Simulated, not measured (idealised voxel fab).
The following process module bears the name voxel transistor to metal.
The figure presents cross-section cut, which has a width of 215 nm and is divided into square cells with an edge length of 5 nm.
Cross-sections here: square-cell grids, written as top-down lists of bands, a band being one or more rows of cells.
This entry defines a band. It first specifies the height of the band's top and the height of its bottom in nm, and then specifies the band's materials from left to right, stating each material with its width in nm. The word "all across" identifies a single material that fills the band from edge to edge, while the word "empty" identifies empty space.
Heights are measured from 0, the level below which the as-received wafer is all one material; the lowest band has no bottom and continues downward, written as in "0 down".
A two-number width, for instance "30 to 40", indicates that the width is equal to the first number in the top row of the band and to the second number in the bottom row, and that it changes by a constant amount per row of cells.
"remained the same" means the step left every cell of the cross-section as it was.
The list in "Closed void register" covers empty spaces of 8 cells or more that cannot reach the top through any open way, and it gives each as width x height at distance; the distance is from the left edge, and width, height and distance are in nm.
If you see something after the settings on a step's line, that's the simulator's own remark about that step.
The setting "overlay nm" may be written on the line of a step. When the step uses a mask, the value reports how far to the right of the planned place the mask lay, and a negative value reports that it lay to the left.
**List of planned process steps**
| 1 | RECEIVE [material Si] |
| 2 | CONFORMAL_DEP [material SiO2] [thk nm 5] |
| 3 | CONFORMAL_DEP [material SiN] [thk nm 15] |
| 4 | PATTERN [tone cover] [mask id ACTIVE] [material resist] [width nm 110] [thk nm 15] [overlay nm 0] |
| 5 | DIRECTIONAL_ETCH [etch materials SiN] [depth nm 15] |
| 6 | DIRECTIONAL_ETCH [etch materials SiO2] [depth nm 5] |
| 7 | DIRECTIONAL_ETCH [etch materials Si] [depth nm 20] |
| 8 | STRIP [etch materials resist] |
| 9 | OXIDIZE [depth nm 5] |
| 10 | FILL_DEP [material SiO2] [thk nm 15] |
| 11 | CMP [height nm 20] |
| 12 | SELECTIVE_ETCH [etch materials SiO2] [depth nm 10] |
| 13 | STRIP [etch materials SiN] |
| 14 | SELECTIVE_ETCH [etch materials SiO2] [depth nm 5] |
| 15 | OXIDIZE [depth nm 5] |
| 16 | DIRECTIONAL_DEP [material polySi] [thk nm 25] |
| 17 | DIRECTIONAL_DEP [material SiCN] [thk nm 10] |
| 18 | MASKED_ETCH [tone cover] [mask id GATE] [width nm 20] [etch materials SiCN] [depth nm 20] [overlay nm 0] |
| 19 | MASKED_ETCH [tone cover] [mask id GATE] [width nm 15] [etch materials polySi] [depth nm 35] [overlay nm 0] |
| 20 | CONFORMAL_DEP [material SiO2] [thk nm 5] |
| 21 | DIRECTIONAL_ETCH [etch materials SiO2] [depth nm 5] |
| 22 | CONFORMAL_DEP [material SiN] [thk nm 5] |
| 23 | DIRECTIONAL_ETCH [etch materials SiN] [depth nm 5] |
| 24 | DIRECTIONAL_ETCH [etch materials SiO2] [depth nm 5] |
| 25 | DIRECTIONAL_ETCH [etch materials Si] [depth nm 10] |
| 26 | EPI [material SiGe] [thk nm 15] |
| 27 | FILL_DEP [material SiO2] [thk nm 5] |
| 28 | CMP [height nm 35] |
| 29 | DIRECTIONAL_DEP [material SiO2] [thk nm 15] |
| 30 | DIRECTIONAL_DEP [material aC] [thk nm 10] |
| 31 | PATTERN [tone open] [mask id CONTACT] [material resist] [width nm 20] [pitch nm 70] [thk nm 30] [overlay nm 0] |
| 32 | DIRECTIONAL_ETCH [etch materials aC] [depth nm 10] |
| 33 | STRIP [etch materials resist] |
| 34 | DIRECTIONAL_ETCH [etch materials SiO2] [depth nm 50] |
| 35 | STRIP [etch materials aC] |
| 36 | CONFORMAL_DEP [material TiN] [thk nm 5] |
| 37 | FILL_DEP [material W] [thk nm 10] |
| 38 | CMP [height nm 50] |
| 39 | DIRECTIONAL_DEP [material TiN] [thk nm 5] |
| 40 | DIRECTIONAL_DEP [material Ru] [thk nm 25] |
| 41 | DIRECTIONAL_DEP [material aC] [thk nm 15] |
| 42 | PATTERN [tone cover] [mask id METAL_1] [material resist] [width nm 20] [pitch nm 70] [thk nm 35] [overlay nm 0] |
| 43 | DIRECTIONAL_ETCH [etch materials aC] [depth nm 15] |
| 44 | STRIP [etch materials resist] |
| 45 | DIRECTIONAL_ETCH [etch materials Ru] [depth nm 25] |
| 46 | DIRECTIONAL_ETCH [etch materials TiN] [depth nm 5] |
| 47 | STRIP [etch materials aC] |
| 48 | FILL_DEP [material lowk] [thk nm 10] |
| 49 | CMP [height nm 80] |
| 50 | CONFORMAL_DEP [material SiCN] [thk nm 5] |
Every wafer here starts from the same state; it is the step 19 width nm that distinguishes them, and the value the plan gives belongs to the first wafer.
**First wafer of several, as received: cross-section after step 1**
- 0 down: Si all across
- Closed void register: none
**Quick key for the table: a row per wafer, taken at the end of the module. For each material it tells you how many cells the wafer gained (+) or lost (-) since it came in, and the closed voids come after**
width nm 15, +40 Ru, -159 Si, +51 SiCN, +48 SiGe, +16 SiN, +425 SiO2, +52 TiN, +28 W, +210 lowk, +20 polySi, Closed void register: none
width nm 20, +40 Ru, -159 Si, +51 SiCN, +48 SiGe, +16 SiN, +425 SiO2, +52 TiN, +28 W, +210 lowk, +20 polySi, Closed void register: none
width nm 25, +40 Ru, -157 Si, +51 SiCN, +45 SiGe, +16 SiN, +423 SiO2, +50 TiN, +28 W, +210 lowk, +25 polySi, Closed void register: none
width nm 30, +40 Ru, -155 Si, +51 SiCN, +42 SiGe, +16 SiN, +421 SiO2, +48 TiN, +28 W, +210 lowk, +30 polySi, Closed void register: none
